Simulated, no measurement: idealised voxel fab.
The process module presented herein is designated voxel plated lines.
Pictured: cross-section cut, 245 nm wide, on a grid of 5 nm square cells.
Cross-section format: a grid of square cells, given as bands from top to bottom; each band is one or more rows of cells. Heights first: top, then bottom, in nm. Then materials, left to right, each with a width in nm. "full width" on a single material: fills the band edge to edge. "empty": empty space. Below 0: as-received wafer, all one material; heights counted from there. Lowest band: no bottom, goes on down, written "z 0 and below". You'd read "30->40" like this: the band's top row of cells is as wide as the first number, its bottom row is as wide as the second, and going down, every row changes width by the same amount as the row before did. It should be understood that the words "nothing changed", when stated for a given step, signify that the cross-section underwent no change in any of its cells during that step. Entry "Closed voids list". Content: empty spaces with no open connection to the top, size 8 cells or greater. Each: width x height at distance. Distance: from left edge. Unit: nm. On each step's line, the part that comes after the settings is the simulator's own comment on the step. "overlay nm", when on a step's line for a step with a mask, measures how far to the right of its planned place the mask lay; a negative measure means to the left.

So here's the lineup of process steps we planned:
1: RECEIVE,material Si
2: CONFORMAL_DEP,material SiN,thk nm 10
3: DIRECTIONAL_DEP,material TiN,thk nm 5
4: PATTERN,tone open,mask id LINES,material resist,width nm 30,pitch nm 55,thk nm 35,overlay nm 0
5: EPI,material Ru,thk nm 10
6: EPI,material Ru,thk nm 5
7: EPI,material Ru,thk nm 5
8: STRIP,etch materials resist
9: DIRECTIONAL_ETCH,etch materials TiN,depth nm 5
10: CONFORMAL_DEP,material SiO2,thk nm 5

Run as planned: first of two wafers:

As received (post step 1): cross-section:
- z 0 and below: Si full width
- Closed voids list: none

After step 2, in cross-section:
- z 10 to 0: SiN full width
- Lower than 0, everything is as it was.

After step 3, in cross-section:
- z 15 to 10: TiN full width
- Lower than 10, everything is as it was.

After step 4, in cross-section:
- z 50 to 15: resist 25 nm  empty 30 nm  resist 25 nm  empty 30 nm  resist 25 nm  empty 30 nm  resist 25 nm  empty 30 nm  resist 25 nm
- Lower than 15, everything is as it was.

After step 5, in cross-section:
- z 50 to 25: resist 25 nm  empty 30 nm  resist 25 nm  empty 30 nm  resist 25 nm  empty 30 nm  resist 25 nm  empty 30 nm  resist 25 nm
- z 25 to 15: resist 25 nm  Ru 30 nm  resist 25 nm  Ru 30 nm  resist 25 nm  Ru 30 nm  resist 25 nm  Ru 30 nm  resist 25 nm
- Lower than 15, everything is as it was.

After step 6, in cross-section:
- z 50 to 30: resist 25 nm  empty 30 nm  resist 25 nm  empty 30 nm  resist 25 nm  empty 30 nm  resist 25 nm  empty 30 nm  resist 25 nm
- z 30 to 15: resist 25 nm  Ru 30 nm  resist 25 nm  Ru 30 nm  resist 25 nm  Ru 30 nm  resist 25 nm  Ru 30 nm  resist 25 nm
- Lower than 15, everything is as it was.

After step 7, in cross-section:
- z 50 to 35: resist 25 nm  empty 30 nm  resist 25 nm  empty 30 nm  resist 25 nm  empty 30 nm  resist 25 nm  empty 30 nm  resist 25 nm
- z 35 to 15: resist 25 nm  Ru 30 nm  resist 25 nm  Ru 30 nm  resist 25 nm  Ru 30 nm  resist 25 nm  Ru 30 nm  resist 25 nm
- Lower than 15, everything is as it was.

After step 8, in cross-section:
- z 35 to 15: empty 25 nm  Ru 30 nm  empty 25 nm  Ru 30 nm  empty 25 nm  Ru 30 nm  empty 25 nm  Ru 30 nm  empty 25 nm
- Lower than 15, everything is as it was.

After step 9, in cross-section:
- z 35 to 15: empty 25 nm  Ru 30 nm  empty 25 nm  Ru 30 nm  empty 25 nm  Ru 30 nm  empty 25 nm  Ru 30 nm  empty 25 nm
- z 15 to 10: empty 25 nm  TiN 30 nm  empty 25 nm  TiN 30 nm  empty 25 nm  TiN 30 nm  empty 25 nm  TiN 30 nm  empty 25 nm
- Lower than 10, everything is as it was.

After step 10, in cross-section:
- z 40 to 35: empty 20 nm  SiO2 40 nm  empty 15 nm  SiO2 40 nm  empty 15 nm  SiO2 40 nm  empty 15 nm  SiO2 40 nm  empty 20 nm
- z 35 to 15: empty 20 nm  SiO2 5 nm  Ru 30 nm  SiO2 5 nm  empty 15 nm  SiO2 5 nm  Ru 30 nm  SiO2 5 nm  empty 15 nm  SiO2 5 nm  Ru 30 nm  SiO2 5 nm  empty 15 nm  SiO2 5 nm  Ru 30 nm  SiO2 5 nm  empty 20 nm
- z 15 to 10: SiO2 25 nm  TiN 30 nm  SiO2 25 nm  TiN 30 nm  SiO2 25 nm  TiN 30 nm  SiO2 25 nm  TiN 30 nm  SiO2 25 nm
- Lower than 10, everything is as it was.

Wafer two. Identical start, identical plan. One mistake in execution. Identical history through step 3:

Cross-sectional representation of the second wafer at the time designated in the plan for the completion of step 4:
- z 50 to 15: resist 35 nm  empty 30 nm  resist 25 nm  empty 30 nm  resist 25 nm  empty 30 nm  resist 25 nm  empty 30 nm  resist 15 nm
- Lower than 15, everything is as it was.

Cross-sectional representation of the second wafer at the time designated in the plan for the completion of step 5:
- z 50 to 25: resist 35 nm  empty 30 nm  resist 25 nm  empty 30 nm  resist 25 nm  empty 30 nm  resist 25 nm  empty 30 nm  resist 15 nm
- z 25 to 15: resist 35 nm  Ru 30 nm  resist 25 nm  Ru 30 nm  resist 25 nm  Ru 30 nm  resist 25 nm  Ru 30 nm  resist 15 nm
- Lower than 15, everything is as it was.

Cross-sectional representation of the second wafer at the time designated in the plan for the completion of step 6:
- z 50 to 30: resist 35 nm  empty 30 nm  resist 25 nm  empty 30 nm  resist 25 nm  empty 30 nm  resist 25 nm  empty 30 nm  resist 15 nm
- z 30 to 15: resist 35 nm  Ru 30 nm  resist 25 nm  Ru 30 nm  resist 25 nm  Ru 30 nm  resist 25 nm  Ru 30 nm  resist 15 nm
- Lower than 15, everything is as it was.

Cross-sectional representation of the second wafer at the time designated in the plan for the completion of step 7:
- z 50 to 35: resist 35 nm  empty 30 nm  resist 25 nm  empty 30 nm  resist 25 nm  empty 30 nm  resist 25 nm  empty 30 nm  resist 15 nm
- z 35 to 15: resist 35 nm  Ru 30 nm  resist 25 nm  Ru 30 nm  resist 25 nm  Ru 30 nm  resist 25 nm  Ru 30 nm  resist 15 nm
- Lower than 15, everything is as it was.

Cross-sectional representation of the second wafer at the time designated in the plan for the completion of step 8:
- z 35 to 15: empty 35 nm  Ru 30 nm  empty 25 nm  Ru 30 nm  empty 25 nm  Ru 30 nm  empty 25 nm  Ru 30 nm  empty 15 nm
- Lower than 15, everything is as it was.

Cross-sectional representation of the second wafer at the time designated in the plan for the completion of step 9:
- z 35 to 15: empty 35 nm  Ru 30 nm  empty 25 nm  Ru 30 nm  empty 25 nm  Ru 30 nm  empty 25 nm  Ru 30 nm  empty 15 nm
- z 15 to 10: empty 35 nm  TiN 30 nm  empty 25 nm  TiN 30 nm  empty 25 nm  TiN 30 nm  empty 25 nm  TiN 30 nm  empty 15 nm
- Lower than 10, everything is as it was.

Cross-sectional representation of the second wafer at the time designated in the plan for the completion of step 10:
- z 40 to 35: empty 30 nm  SiO2 40 nm  empty 15 nm  SiO2 40 nm  empty 15 nm  SiO2 40 nm  empty 15 nm  SiO2 40 nm  empty 10 nm
- z 35 to 15: empty 30 nm  SiO2 5 nm  Ru 30 nm  SiO2 5 nm  empty 15 nm  SiO2 5 nm  Ru 30 nm  SiO2 5 nm  empty 15 nm  SiO2 5 nm  Ru 30 nm  SiO2 5 nm  empty 15 nm  SiO2 5 nm  Ru 30 nm  SiO2 5 nm  empty 10 nm
- z 15 to 10: SiO2 35 nm  TiN 30 nm  SiO2 25 nm  TiN 30 nm  SiO2 25 nm  TiN 30 nm  SiO2 25 nm  TiN 30 nm  SiO2 15 nm
- Lower than 10, everything is as it was.
Deviation from plan: step 4 was not run as planned; what actually ran was PATTERN,tone open,mask id LINES,material resist,width nm 30,pitch nm 55,thk nm 35,overlay nm 10
Comparing end states, the material composition by cell count is preserved from the first wafer to the second, while the locations of the cells are not.
